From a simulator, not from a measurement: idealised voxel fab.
process module | voxel transistor to metal
cross-section cut | 285 nm wide | cells 5 nm
A cross-section is a grid of square cells, given in bands from the top down. A band is one or more rows of cells.
Each band's line starts with the height of the band's top and of its bottom, in nm. Then come its materials from left to right, each with its width in nm. One material with "throughout" fills the band from edge to edge. "air" is empty space.
Height 0 is the level under which the wafer as received is all one material. The lowest band goes on downwards, as in "0 down".
A width such as "30 to 40" changes by the same amount from each row of cells to the next, from the band's top row to its bottom row.
"no change" after a step means that no cell of the cross-section changed.
closed voids: empty space of 8 cells or more with no open way to the top, each as width x height at its distance from the left edge, in nm
after a step's settings: what the simulator itself notes on the step
overlay nm, on a step with a mask: how far to the right of its planned place the mask lay; to the left if negative
plan
1 op RECEIVE | material Si
2 op CONFORMAL_DEP | material SiO2 | thk nm 5
3 op CONFORMAL_DEP | material SiN | thk nm 15
4 op PATTERN | tone cover | mask id ACTIVE | material resist | width nm 110 | pitch nm 140 | thk nm 15 | overlay nm 0
5 op DIRECTIONAL_ETCH | etch materials SiN | depth nm 15
6 op DIRECTIONAL_ETCH | etch materials SiO2 | depth nm 5
7 op DIRECTIONAL_ETCH | etch materials Si | depth nm 25
8 op STRIP | etch materials resist
9 op FILL_DEP | material SiO2 | thk nm 15
10 op CMP | height nm 20
11 op SELECTIVE_ETCH | etch materials SiO2 | depth nm 10
12 op STRIP | etch materials SiN
13 op SELECTIVE_ETCH | etch materials SiO2 | depth nm 5
14 op OXIDIZE | depth nm 5
15 op DIRECTIONAL_DEP | material polySi | thk nm 20
16 op DIRECTIONAL_DEP | material SiCN | thk nm 15
17 op MASKED_ETCH | tone cover | mask id GATE | width nm 20 | pitch nm 140 | etch materials SiCN | depth nm 25 | overlay nm 0
18 op MASKED_ETCH | tone cover | mask id GATE | width nm 20 | pitch nm 140 | etch materials polySi | depth nm 30 | overlay nm 0
19 op CONFORMAL_DEP | material SiN | thk nm 10
20 op DIRECTIONAL_ETCH | etch materials SiN | depth nm 10
21 op DIRECTIONAL_ETCH | etch materials SiO2 | depth nm 5
22 op DIRECTIONAL_ETCH | etch materials Si | depth nm 5
23 op EPI | material nSi | thk nm 10
24 op FILL_DEP | material SiO2 | thk nm 5
25 op CMP | height nm 35
26 op DIRECTIONAL_DEP | material SiO2 | thk nm 15
27 op DIRECTIONAL_DEP | material aC | thk nm 15
28 op PATTERN | tone open | mask id CONTACT | material resist | width nm 20 | pitch nm 70 | thk nm 30 | overlay nm 0
29 op DIRECTIONAL_ETCH | etch materials aC | depth nm 15
30 op STRIP | etch materials resist
31 op DIRECTIONAL_ETCH | etch materials SiO2 | depth nm 50
32 op STRIP | etch materials aC
33 op CONFORMAL_DEP | material TiN | thk nm 5
34 op FILL_DEP | material Ru | thk nm 5
35 op CMP | height nm 50
36 op DIRECTIONAL_DEP | material TiN | thk nm 5
37 op DIRECTIONAL_DEP | material W | thk nm 25
38 op PATTERN | tone cover | mask id METAL_1 | material resist | width nm 20 | pitch nm 70 | thk nm 20 | overlay nm 0
39 op DIRECTIONAL_ETCH | etch materials W | depth nm 25
40 op DIRECTIONAL_ETCH | etch materials TiN | depth nm 5
41 op STRIP | etch materials resist
42 op CONFORMAL_DEP | material SiN | thk nm 5
43 op FILL_DEP | material lowk | thk nm 5
44 op CMP | height nm 80
45 op CONFORMAL_DEP | material SiCN | thk nm 5
as received, after step 1
  0 down: Si throughout
  closed voids: none
a wafer at the end: this start, this plan, one mistake
  85 to 80: SiCN throughout
  80 to 55: lowk 20 | SiN 5 | W 20 | SiN 5 | lowk 40 | SiN 5 | W 20 | SiN 5 | lowk 40 | SiN 5 | W 20 | SiN 5 | lowk 40 | SiN 5 | W 20 | SiN 5 | lowk 25
  55 to 50: SiN 25 | TiN 20 | SiN 50 | TiN 20 | SiN 50 | TiN 20 | SiN 50 | TiN 20 | SiN 30
  50 to 35: SiO2 25 | TiN 5 | Ru 10 | TiN 5 | SiO2 50 | TiN 5 | Ru 10 | TiN 5 | SiO2 50 | TiN 5 | Ru 10 | TiN 5 | SiO2 50 | TiN 5 | Ru 10 | TiN 5 | SiO2 30
  35 to 20: SiO2 25 | TiN 5 | Ru 10 | TiN 5 | SiO2 5 | SiN 10 | SiCN 20 | SiN 10 | SiO2 5 | TiN 5 | Ru 10 | TiN 5 | SiO2 50 | TiN 5 | Ru 10 | TiN 5 | SiO2 5 | SiN 10 | SiCN 20 | SiN 10 | SiO2 5 | TiN 5 | Ru 10 | TiN 5 | SiO2 30
  20 to 15: SiO2 25 | TiN 20 | SiO2 5 | SiN 10 | polySi 20 | SiN 10 | SiO2 5 | TiN 20 | SiO2 50 | TiN 20 | SiO2 5 | SiN 10 | polySi 20 | SiN 10 | SiO2 5 | TiN 20 | SiO2 30
  15 to 5: SiO2 50 | SiN 10 | polySi 20 | SiN 10 | SiO2 100 | SiN 10 | polySi 20 | SiN 10 | SiO2 55
  5 to 0: SiO2 10 | SiN 10 | nSi 10 | SiO2 10 | nSi 10 | SiN 10 | polySi 20 | SiN 10 | nSi 10 | SiO2 10 | nSi 10 | SiN 10 | SiO2 20 | SiN 10 | nSi 10 | SiO2 10 | nSi 10 | SiN 10 | polySi 20 | SiN 10 | nSi 10 | SiO2 10 | nSi 10 | SiN 10 | SiO2 15
  0 to -5: SiO2 20 | nSi 30 | SiO2 40 | nSi 30 | SiO2 40 | nSi 30 | SiO2 40 | nSi 30 | SiO2 25
  -5 to -10: SiO2 15 | Si 5 | nSi 30 | Si 40 | nSi 30 | Si 5 | SiO2 30 | Si 5 | nSi 30 | Si 40 | nSi 30 | Si 5 | SiO2 20
  -10 to -25: SiO2 15 | Si 110 | SiO2 30 | Si 110 | SiO2 20
  -25 down: Si throughout
  closed voids: none
what went wrong: step 26 was run twice
